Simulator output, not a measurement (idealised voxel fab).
Process module under the name voxel capacitor over wiring
Each square cell in cross-section cut measures 5 nm, and the section as a whole is 270 nm wide.
Cross-section, as written here: a square-cell grid given band by band from the top down, where a band holds one or more rows of cells.
Read a band's entry like this: the first values are the height of its top and the height of its bottom in nm, and what follows is the sequence of materials from left to right, each with its width in nm. Note that "air" is empty space, and that a single material marked "throughout" reaches across the band from edge to edge.
Counting heights begins at 0, where everything beneath is, in the wafer as received, one material. The lowest band has no bottom; it goes on downwards, as "0 down" shows.
You'd read "30 to 40" like this: the band's top row of cells is as wide as the first number, its bottom row is as wide as the second, and going down, every row changes width by the same amount as the row before did.
What does "no modification" mean for a step? It means no cell of the cross-section changed in that step.
If an empty space has no open way to the top and is at least 8 cells in size, "Sealed voids" lists it, written width x height at distance, where distance is measured from the left edge and every value is in nm.
The remark found on a step's line after its settings is issued by the simulator itself and pertains to that step.
"overlay nm" denotes, for a step that has a mask, the displacement of the mask to the right of its planned place, with negative values corresponding to the left.

## So here's the lineup of process steps we planned
- 1: op RECEIVE | material Si
- 2: op CONFORMAL_DEP | material SiO2 | thk nm 10
- 3: op CONFORMAL_DEP | material SiN | thk nm 5
- 4: op DIRECTIONAL_DEP | material SiO2 | thk nm 15
- 5: op PATTERN | tone open | mask id METAL_1 | material resist | width nm 20 | pitch nm 80 | thk nm 15 | overlay nm 0
- 6: op DIRECTIONAL_ETCH | etch materials SiO2 | depth nm 15
- 7: op DIRECTIONAL_ETCH | etch materials SiN | depth nm 5
- 8: op STRIP | etch materials resist
- 9: op CONFORMAL_DEP | material TiN | thk nm 5
- 10: op FILL_DEP | material Cu | thk nm 5
- 11: op CMP | height nm 30
- 12: op CONFORMAL_DEP | material SiCN | thk nm 5
- 13: op DIRECTIONAL_DEP | material SiO2 | thk nm 10
- 14: op DIRECTIONAL_DEP | material aC | thk nm 10
- 15: op PATTERN | tone open | mask id PLUG_1 | material resist | width nm 15 | thk nm 30 | overlay nm 0
- 16: op DIRECTIONAL_ETCH | etch materials aC | depth nm 10
- 17: op STRIP | etch materials resist
- 18: op DIRECTIONAL_ETCH | etch materials SiO2 | depth nm 10
- 19: op DIRECTIONAL_ETCH | etch materials SiCN | depth nm 5
- 20: op STRIP | etch materials aC
- 21: op EPI | material Ru | thk nm 10
- 22: op EPI | material Ru | thk nm 5
- 23: op DIRECTIONAL_DEP | material TiN | thk nm 5
- 24: op DIRECTIONAL_DEP | material SiN | thk nm 5
- 25: op DIRECTIONAL_DEP | material TiN | thk nm 10
- 26: op MASKED_ETCH | tone cover | mask id UPPER_PLATE | width nm 65 | etch materials TiN | depth nm 10 | overlay nm 0
- 27: op MASKED_ETCH | tone cover | mask id UPPER_PLATE | width nm 65 | etch materials SiN | depth nm 5 | overlay nm 0
- 28: op MASKED_ETCH | tone cover | mask id LOWER_PLATE | width nm 75 | etch materials TiN | depth nm 5 | overlay nm 0
- 29: op FILL_DEP | material SiO2 | thk nm 20
- 30: op CMP | height nm 80
- 31: op PATTERN | tone open | mask id PLUG_2 | material resist | width nm 15 | thk nm 20 | overlay nm 0
- 32: op DIRECTIONAL_ETCH | etch materials SiO2 | depth nm 15
- 33: op STRIP | etch materials resist
- 34: op CONFORMAL_DEP | material TiN | thk nm 5
- 35: op FILL_DEP | material W | thk nm 10
- 36: op CMP | height nm 80
- 37: op CONFORMAL_DEP | material SiCN | thk nm 5

## as received, after step 1
  0 down = Si throughout
  Sealed voids: none

## first wafer at the end, as planned
  85 to 80 = SiCN throughout
  80 to 70 = SiO2 (100)  TiN (5)  W (5)  TiN (5)  SiO2 (155)
  70 to 65 = SiO2 (100)  TiN (15)  SiO2 (155)
  65 to 55 = SiO2 (90)  TiN (65)  SiO2 (115)
  55 to 50 = SiO2 (90)  SiN (65)  SiO2 (115)
  50 to 45 = SiO2 (85)  TiN (75)  SiO2 (110)
  45 to 35 = SiO2 (90)  Ru (15)  SiO2 (165)
  35 to 30 = SiCN (90)  Ru (15)  SiCN (165)
  30 to 15 = SiO2 (85)  TiN (5)  Cu (10)  TiN (5)  SiO2 (60)  TiN (5)  Cu (10)  TiN (5)  SiO2 (85)
  15 to 10 = SiN (85)  TiN (20)  SiN (60)  TiN (20)  SiN (85)
  10 to 0 = SiO2 throughout
  0 down = Si throughout
  Sealed voids: none

## So this is wafer number two of the two, cut at the end of the module - it started where the first did and had the same plan, we just got one thing wrong running it
  85 to 80 = SiCN throughout
  80 to 70 = SiO2 (90)  TiN (5)  W (5)  TiN (5)  SiO2 (165)
  70 to 65 = SiO2 (90)  TiN (15)  SiO2 (165)
  65 to 55 = SiO2 (90)  TiN (65)  SiO2 (115)
  55 to 50 = SiO2 (90)  SiN (65)  SiO2 (115)
  50 to 45 = SiO2 (85)  TiN (75)  SiO2 (110)
  45 to 35 = SiO2 (90)  Ru (15)  SiO2 (165)
  35 to 30 = SiCN (90)  Ru (15)  SiCN (165)
  30 to 15 = SiO2 (85)  TiN (5)  Cu (10)  TiN (5)  SiO2 (60)  TiN (5)  Cu (10)  TiN (5)  SiO2 (85)
  15 to 10 = SiN (85)  TiN (20)  SiN (60)  TiN (20)  SiN (85)
  10 to 0 = SiO2 throughout
  0 down = Si throughout
  Sealed voids: none
Heads up, the wafer didn't run the way we planned it: so step 31 ended up running with a different setting than we planned, it ran as op PATTERN | tone open | mask id PLUG_2 | material resist | width nm 15 | thk nm 20 | overlay nm -10
Comparing end states, the material composition by cell count is preserved from the first wafer to the second, while the locations of the cells are not.
